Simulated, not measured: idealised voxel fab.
voxel released beams: a process module
Section shown: cut. Width: 240 nm. Cell size: 5 nm, square.
If you're reading a cross-section in this doc, picture square cells in a grid; it comes to you as bands, top ones listed first down to the bottom, and a band can be one or more rows of cells.
Within each band entry, the heights of the top and of the bottom of the band appear first, in that order and in nm; the materials of the band then follow from left to right, each with its corresponding width in nm. The designation "everywhere" on a single material indicates that it fills the band from edge to edge; the designation "empty" indicates empty space.
Height 0 is the level under which the wafer as received is all one material. The lowest band goes on downwards, as in "0 down".
A width such as "30->40" changes by the same amount from each row of cells to the next, from the band's top row to its bottom row.
For the purposes of this document, the phrase "no change occurred" attached to a step denotes that no cell within the cross-section was modified by that step.
This entry, "Closed void catalog", enumerates those empty regions of no fewer than 8 cells that possess no open connection to the top. Each region is reported in the form width x height at distance, the distance being taken from the left edge, with all three quantities expressed in nm.
Text after the settings on a step's line: the simulator's own remark on that step.
What "overlay nm" on a step's line means: if the step has a mask, that mask lay this far to the right of its planned place, or, when the value is negative, to the left.

This section lists the process steps that were planned:
- 1: RECEIVE with material Si
- 2: CONFORMAL_DEP with material Al2O3, thk nm 10
- 3: DIRECTIONAL_DEP with material SiO2, thk nm 10
- 4: DIRECTIONAL_DEP with material aC, thk nm 15
- 5: PATTERN with tone open, mask id ANCHOR, material resist, width nm 45, thk nm 35, overlay nm 0
- 6: DIRECTIONAL_ETCH with etch materials aC, depth nm 15
- 7: STRIP with etch materials resist
- 8: DIRECTIONAL_ETCH with etch materials SiO2, depth nm 10
- 9: STRIP with etch materials aC
- 10: CONFORMAL_DEP with material W, thk nm 15
- 11: DIRECTIONAL_DEP with material aC, thk nm 15
- 12: PATTERN with tone cover, mask id BEAM, material resist, width nm 110, thk nm 30, overlay nm 0
- 13: DIRECTIONAL_ETCH with etch materials aC, depth nm 15
- 14: STRIP with etch materials resist
- 15: DIRECTIONAL_ETCH with etch materials W, depth nm 15
- 16: STRIP with etch materials aC
- 17: STRIP with etch materials SiO2

This is the cross-section of the wafer as we received it, i.e. after step 1:
- 0 down | Si everywhere
- Closed void catalog: none

Module complete - cross-section of the first of two wafers, run according to plan:
- 35 to 25 | 60 empty, 20 W, 15 empty, 75 W, 70 empty
- 25 to 20 | 60 empty, 110 W, 70 empty
- 20 to 10 | 65 empty, 45 W, 130 empty
- 10 to 0 | Al2O3 everywhere
- 0 down | Si everywhere
- Closed void catalog: none

Second wafer through the module, sectioned at the end: same beginning and same plan as the first wafer, with one mistake in carrying it out:
- 25 to 15 | 60 empty, 20 W, 15 empty, 75 W, 70 empty
- 15 to 10 | 60 empty, 110 W, 70 empty
- 10 to 0 | 65 empty, 45 W, 130 empty
- 0 down | Si everywhere
- Closed void catalog: none
Processing error: step 2 from the plan never happened, it was just skipped
Once processing is complete, comparing cell counts shows that the second wafer has more or fewer of certain materials than the first: Al2O3 -96
